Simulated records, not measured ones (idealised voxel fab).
process module | voxel self aligned contacts
cross-section cut | 270 nm wide | cells 5 nm
A cross-section is a grid of square cells, given in bands from the top down. A band is one or more rows of cells.
Each band's line starts with the height of the band's top and of its bottom, in nm. Then come its materials from left to right, each with its width in nm. One material with "throughout" fills the band from edge to edge. "air" is empty space.
Height 0 is the level under which the wafer as received is all one material. The lowest band goes on downwards, as in "0 down".
A width such as "30 to 40" changes by the same amount from each row of cells to the next, from the band's top row to its bottom row.
"no change" after a step means that no cell of the cross-section changed.
closed voids: empty space of 8 cells or more with no open way to the top, each as width x height at its distance from the left edge, in nm
after a step's settings: what the simulator itself notes on the step
overlay nm, on a step with a mask: how far to the right of its planned place the mask lay; to the left if negative
plan
1 op RECEIVE | material Si
2 op OXIDIZE | depth nm 5
3 op DIRECTIONAL_DEP | material polySi | thk nm 25
4 op DIRECTIONAL_DEP | material SiN | thk nm 20
5 op PATTERN | tone cover | mask id GATE | material resist | width nm 25 | pitch nm 70 | thk nm 20 | overlay nm 0
6 op DIRECTIONAL_ETCH | etch materials SiN | depth nm 20
7 op DIRECTIONAL_ETCH | etch materials polySi | depth nm 25
8 op STRIP | etch materials resist
9 op CONFORMAL_DEP | material SiN | thk nm 10
10 op DIRECTIONAL_ETCH | etch materials SiN | depth nm 10
11 op FILL_DEP | material SiO2 | thk nm 10
12 op CMP | height nm 50
13 op PATTERN | tone open | mask id CONTACT | material resist | width nm 55 | pitch nm 70 | thk nm 15 | overlay nm 0
14 op DIRECTIONAL_ETCH | etch materials SiO2 | depth nm 55
15 op STRIP | etch materials resist
16 op CONFORMAL_DEP | material TiN | thk nm 5
17 op FILL_DEP | material W | thk nm 10
18 op CMP | height nm 50
19 op CONFORMAL_DEP | material SiN | thk nm 5
as received, after step 1
  0 down: Si throughout
  closed voids: none
a wafer at the end: this start, this plan, one mistake
  55 to 50: SiN throughout
  50 to 30: SiO2 40 | SiN 10 | polySi 25 | SiN 10 | TiN 5 | W 15 | TiN 5 | SiN 10 | polySi 25 | SiN 10 | TiN 5 | W 15 | TiN 5 | SiN 10 | polySi 25 | SiN 10 | SiO2 45
  30 to 25: SiO2 40 | SiN 10 | polySi 25 | SiN 10 | TiN 25 | SiN 10 | polySi 25 | SiN 10 | TiN 25 | SiN 10 | polySi 25 | SiN 10 | SiO2 45
  25 to 0: polySi throughout
  0 to -5: SiO2 throughout
  -5 down: Si throughout
  closed voids: none
what went wrong: step 3 was run twice
